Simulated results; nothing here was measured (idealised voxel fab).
Herein follows the process module entitled voxel self aligned contacts.
Cross-section cut: width 180 nm, square cells of 5 nm.
Cross-section, as written here: a square-cell grid given band by band from the top down, where a band holds one or more rows of cells.
Look at the band entry: it leads with the top's height and the bottom's height in nm. Then it lists the materials left to right, with a width in nm for each. The word "full width" on a single material says that material fills the band edge to edge. The word "air" is empty space.
Heights from 0 (as-received wafer is one material below). Bottom band endless downward, as "z 0 and below".
A width given as "30->40" starts at the first number in the band's top row and ends at the second number in its bottom row, shifting by an equal amount at every step from row to row.
For the purposes of this document, the phrase "no change" attached to a step denotes that no cell within the cross-section was modified by that step.
"Closed empty spaces" specifies each empty space that is not open to the top and that occupies no fewer than 8 cells, using the form width x height at distance, the distance measured from the left edge and all three quantities in nm.
Text after the settings on a step's line: the simulator's own remark on that step.
overlay nm: how far to the right of its planned place the mask lay on this masked step (negative: to the left).
Set out below are the planned steps of the process:
1. RECEIVE | material Si
2. OXIDIZE | depth nm 5
3. DIRECTIONAL_DEP | material polySi | thk nm 30
4. DIRECTIONAL_DEP | material SiN | thk nm 20
5. MASKED_ETCH | tone cover | mask id GATE | width nm 25 | pitch nm 55 | etch materials SiN | depth nm 20 | overlay nm 0
6. MASKED_ETCH | tone cover | mask id GATE | width nm 25 | pitch nm 55 | etch materials polySi | depth nm 30 | overlay nm 0
7. CONFORMAL_DEP | material SiN | thk nm 5
8. DIRECTIONAL_ETCH | etch materials SiN | depth nm 5
9. FILL_DEP | material SiO2 | thk nm 20
10. CMP | height nm 60
11. MASKED_ETCH | tone open | mask id CONTACT | width nm 40 | pitch nm 55 | etch materials SiO2 | depth nm 65 | overlay nm 0
12. CONFORMAL_DEP | material TiN | thk nm 5
13. FILL_DEP | material Ru | thk nm 5
14. CMP | height nm 60
15. CONFORMAL_DEP | material SiCN | thk nm 5
Account of the first of two wafers, which was processed as intended:
Wafer at receipt (post step 1), cross-section:
  z 0 and below  Si full width
  Closed empty spaces: none
After step 2:
  z 0 to -5  SiO2 full width
  Everything below -5 is unchanged.
After step 3:
  z 30 to 0  polySi full width
  Everything below 0 is unchanged.
After step 4:
  z 50 to 30  SiN full width
  Everything below 30 is unchanged.
After step 5:
  z 50 to 30  20 of air  25 of SiN  30 of air  25 of SiN  30 of air  25 of SiN  25 of air
  Everything below 30 is unchanged.
After step 6:
  z 50 to 30  20 of air  25 of SiN  30 of air  25 of SiN  30 of air  25 of SiN  25 of air
  z 30 to 0  20 of air  25 of polySi  30 of air  25 of polySi  30 of air  25 of polySi  25 of air
  Everything below 0 is unchanged.
After step 7:
  z 55 to 30  15 of air  35 of SiN  20 of air  35 of SiN  20 of air  35 of SiN  20 of air
  z 30 to 5  15 of air  5 of SiN  25 of polySi  5 of SiN  20 of air  5 of SiN  25 of polySi  5 of SiN  20 of air  5 of SiN  25 of polySi  5 of SiN  20 of air
  z 5 to 0  20 of SiN  25 of polySi  30 of SiN  25 of polySi  30 of SiN  25 of polySi  25 of SiN
  Everything below 0 is unchanged.
After step 8:
  z 50 to 30  15 of air  35 of SiN  20 of air  35 of SiN  20 of air  35 of SiN  20 of air
  z 30 to 0  15 of air  5 of SiN  25 of polySi  5 of SiN  20 of air  5 of SiN  25 of polySi  5 of SiN  20 of air  5 of SiN  25 of polySi  5 of SiN  20 of air
  Everything below 0 is unchanged.
After step 9:
  z 70 to 50  SiO2 full width
  z 50 to 30  15 of SiO2  35 of SiN  20 of SiO2  35 of SiN  20 of SiO2  35 of SiN  20 of SiO2
  z 30 to 0  15 of SiO2  5 of SiN  25 of polySi  5 of SiN  20 of SiO2  5 of SiN  25 of polySi  5 of SiN  20 of SiO2  5 of SiN  25 of polySi  5 of SiN  20 of SiO2
  Everything below 0 is unchanged.
After step 10:
  z 60 to 50  SiO2 full width
  Everything below 50 is unchanged.
After step 11:
  z 60 to 50  40 of SiO2  40 of air  15 of SiO2  40 of air  45 of SiO2
  z 50 to 30  15 of SiO2  35 of SiN  20 of air  35 of SiN  20 of air  35 of SiN  20 of SiO2
  z 30 to 0  15 of SiO2  5 of SiN  25 of polySi  5 of SiN  20 of air  5 of SiN  25 of polySi  5 of SiN  20 of air  5 of SiN  25 of polySi  5 of SiN  20 of SiO2
  z 0 to -5  50 of SiO2  20 of air  35 of SiO2  20 of air  55 of SiO2
  Everything below -5 is unchanged.
After step 12:
  z 65 to 60  45 of TiN  30 of air  25 of TiN  30 of air  50 of TiN
  z 60 to 50  40 of SiO2  5->15 of TiN  30->10 of air  5->15 of TiN  15 of SiO2  5->15 of TiN  30->10 of air  5->15 of TiN  45 of SiO2
  z 50 to 30  15 of SiO2  35 of SiN  5 of TiN  10 of air  5 of TiN  35 of SiN  5 of TiN  10 of air  5 of TiN  35 of SiN  20 of SiO2
  z 30 to 0  15 of SiO2  5 of SiN  25 of polySi  5 of SiN  5 of TiN  10 of air  5 of TiN  5 of SiN  25 of polySi  5 of SiN  5 of TiN  10 of air  5 of TiN  5 of SiN  25 of polySi  5 of SiN  20 of SiO2
  z 0 to -5  50 of SiO2  20 of TiN  35 of SiO2  20 of TiN  55 of SiO2
  Everything below -5 is unchanged.
After step 13:
  z 70 to 65  Ru full width
  z 65 to 60  45 of TiN  30 of Ru  25 of TiN  30 of Ru  50 of TiN
  z 60 to 50  40 of SiO2  5->15 of TiN  30->10 of Ru  5->15 of TiN  15 of SiO2  5->15 of TiN  30->10 of Ru  5->15 of TiN  45 of SiO2
  z 50 to 30  15 of SiO2  35 of SiN  5 of TiN  10 of Ru  5 of TiN  35 of SiN  5 of TiN  10 of Ru  5 of TiN  35 of SiN  20 of SiO2
  z 30 to 0  15 of SiO2  5 of SiN  25 of polySi  5 of SiN  5 of TiN  10 of Ru  5 of TiN  5 of SiN  25 of polySi  5 of SiN  5 of TiN  10 of Ru  5 of TiN  5 of SiN  25 of polySi  5 of SiN  20 of SiO2
  Everything below 0 is unchanged.
After step 14:
  z 60 to 50  40 of SiO2  5->15 of TiN  30->10 of Ru  5->15 of TiN  15 of SiO2  5->15 of TiN  30->10 of Ru  5->15 of TiN  45 of SiO2
  Everything below 50 is unchanged.
After step 15:
  z 65 to 60  SiCN full width
  Everything below 60 is unchanged.
The second wafer: identical to the first at the outset and in its planned sequence, differing only in that one mistake was made during processing; up to and including step 10, its path is the first wafer's path:
Cross-section: second wafer, time at which step 11 was scheduled to end:
  z 60 to 50  45 of SiO2  35 of air  20 of SiO2  35 of air  45 of SiO2
  z 50 to 30  15 of SiO2  35 of SiN  20 of air  35 of SiN  20 of air  35 of SiN  20 of SiO2
  z 30 to 0  15 of SiO2  5 of SiN  25 of polySi  5 of SiN  20 of air  5 of SiN  25 of polySi  5 of SiN  20 of air  5 of SiN  25 of polySi  5 of SiN  20 of SiO2
  z 0 to -5  50 of SiO2  20 of air  35 of SiO2  20 of air  55 of SiO2
  Everything below -5 is unchanged.
Cross-section: second wafer, time at which step 12 was scheduled to end:
  z 65 to 60  50 of TiN  25 of air  30 of TiN  25 of air  50 of TiN
  z 60 to 50  45 of SiO2  5->10 of TiN  25->10 of air  5->15 of TiN  20 of SiO2  5->10 of TiN  25->10 of air  5->15 of TiN  45 of SiO2
  z 50 to 30  15 of SiO2  35 of SiN  5 of TiN  10 of air  5 of TiN  35 of SiN  5 of TiN  10 of air  5 of TiN  35 of SiN  20 of SiO2
  z 30 to 0  15 of SiO2  5 of SiN  25 of polySi  5 of SiN  5 of TiN  10 of air  5 of TiN  5 of SiN  25 of polySi  5 of SiN  5 of TiN  10 of air  5 of TiN  5 of SiN  25 of polySi  5 of SiN  20 of SiO2
  z 0 to -5  50 of SiO2  20 of TiN  35 of SiO2  20 of TiN  55 of SiO2
  Everything below -5 is unchanged.
Cross-section: second wafer, time at which step 13 was scheduled to end:
  z 70 to 65  Ru full width
  z 65 to 60  50 of TiN  25 of Ru  30 of TiN  25 of Ru  50 of TiN
  z 60 to 50  45 of SiO2  5->10 of TiN  25->10 of Ru  5->15 of TiN  20 of SiO2  5->10 of TiN  25->10 of Ru  5->15 of TiN  45 of SiO2
  z 50 to 30  15 of SiO2  35 of SiN  5 of TiN  10 of Ru  5 of TiN  35 of SiN  5 of TiN  10 of Ru  5 of TiN  35 of SiN  20 of SiO2
  z 30 to 0  15 of SiO2  5 of SiN  25 of polySi  5 of SiN  5 of TiN  10 of Ru  5 of TiN  5 of SiN  25 of polySi  5 of SiN  5 of TiN  10 of Ru  5 of TiN  5 of SiN  25 of polySi  5 of SiN  20 of SiO2
  Everything below 0 is unchanged.
Cross-section: second wafer, time at which step 14 was scheduled to end:
  z 60 to 50  45 of SiO2  5->10 of TiN  25->10 of Ru  5->15 of TiN  20 of SiO2  5->10 of TiN  25->10 of Ru  5->15 of TiN  45 of SiO2
  Everything below 50 is unchanged.
Cross-section: second wafer, time at which step 15 was scheduled to end:
  z 65 to 60  SiCN full width
  Everything below 60 is unchanged.
What went wrong in running the wafer? step 11 was processed under conditions differing from the plan, specifically as MASKED_ETCH | tone open | mask id CONTACT | width nm 35 | pitch nm 55 | etch materials SiO2 | depth nm 65 | overlay nm 0
Final comparison by cell count, materials where the second wafer has more or fewer than the first: Ru: 2 fewer; SiO2: 4 more; TiN: 2 fewer
